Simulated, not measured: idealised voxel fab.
Documented hereafter: the process module known as voxel double patterning.
FYI the section here is cut, 295 nm wide, cells are 5 nm squares.
Square cells in a grid make up a cross-section in this document, and the grid is given as bands, listed from the top down, each one or more rows of cells.
Read a band's entry like this: the first values are the height of its top and the height of its bottom in nm, and what follows is the sequence of materials from left to right, each with its width in nm. Note that "blank" is empty space, and that a single material marked "everywhere" reaches across the band from edge to edge.
Height 0 is the level under which the wafer as received is all one material. The lowest band goes on downwards, as in "top 0, no bottom".
So if you see something like "30 to 40" for the width, read it as the top row of the band sitting at the first number and the bottom row at the second, with every row in between moving by the same amount as the last.
The cross-section has no changed cell in any step marked "nothing altered".
Any empty space of 8 cells or more lacking an open way to the top shows up in "Voids lacking openings" as width x height at distance, distance from the left edge, in nm.
Past the settings on a step's line: simulator remark, on that step.
Steps that use a mask can have "overlay nm" on their line. It says how far the mask sat to the right of where it was meant to be. Negative means to the left.

Set out below are the planned steps of the process:
1,RECEIVE with material Si
2,CONFORMAL_DEP with material SiO2, thk nm 5
3,DIRECTIONAL_DEP with material W, thk nm 10
4,DIRECTIONAL_DEP with material SiCN, thk nm 10
5,DIRECTIONAL_DEP with material aC, thk nm 15
6,PATTERN with tone open, mask id FIRST, material resist, width nm 15, pitch nm 50, thk nm 35, overlay nm 0
7,DIRECTIONAL_ETCH with etch materials aC, depth nm 15
8,STRIP with etch materials resist
9,DIRECTIONAL_ETCH with etch materials SiCN, depth nm 10
10,STRIP with etch materials aC
11,MASKED_ETCH with tone open, mask id SECOND, width nm 15, etch materials SiCN, depth nm 10, overlay nm 0
12,DIRECTIONAL_ETCH with etch materials W, depth nm 10
13,STRIP with etch materials SiCN
Be aware that, although all wafers share a common starting state, the width nm at step 11 differs among them, and the plan displays the first wafer's value.

Cross-section of the first of several received wafers, showing its state after step 1:
  top 0, no bottom = Si everywhere
  Voids lacking openings: none

The first of several wafers, seen in cross-section after the module's last step, step 13:
  top 15, bottom 5 = W 115  blank 15  W 10  blank 15  W 10  blank 15  W 115
  top 5, bottom 0 = SiO2 everywhere
  top 0, no bottom = Si everywhere
  Voids lacking openings: none

The module's end: a cross-section of the last wafer:
  top 15, bottom 5 = W 115  blank 15  W 5  blank 45  W 115
  top 5, bottom 0 = SiO2 everywhere
  top 0, no bottom = Si everywhere
  Voids lacking openings: none

Wafer rows, end of module: cells per material gained (+) or lost (-) since receipt; closed voids last:
width nm 15 | +59 SiO2 | +100 W | Voids lacking openings: none
width nm 20 | +59 SiO2 | +98 W | Voids lacking openings: none
width nm 25 | +59 SiO2 | +96 W | Voids lacking openings: none
width nm 30 | +59 SiO2 | +94 W | Voids lacking openings: none
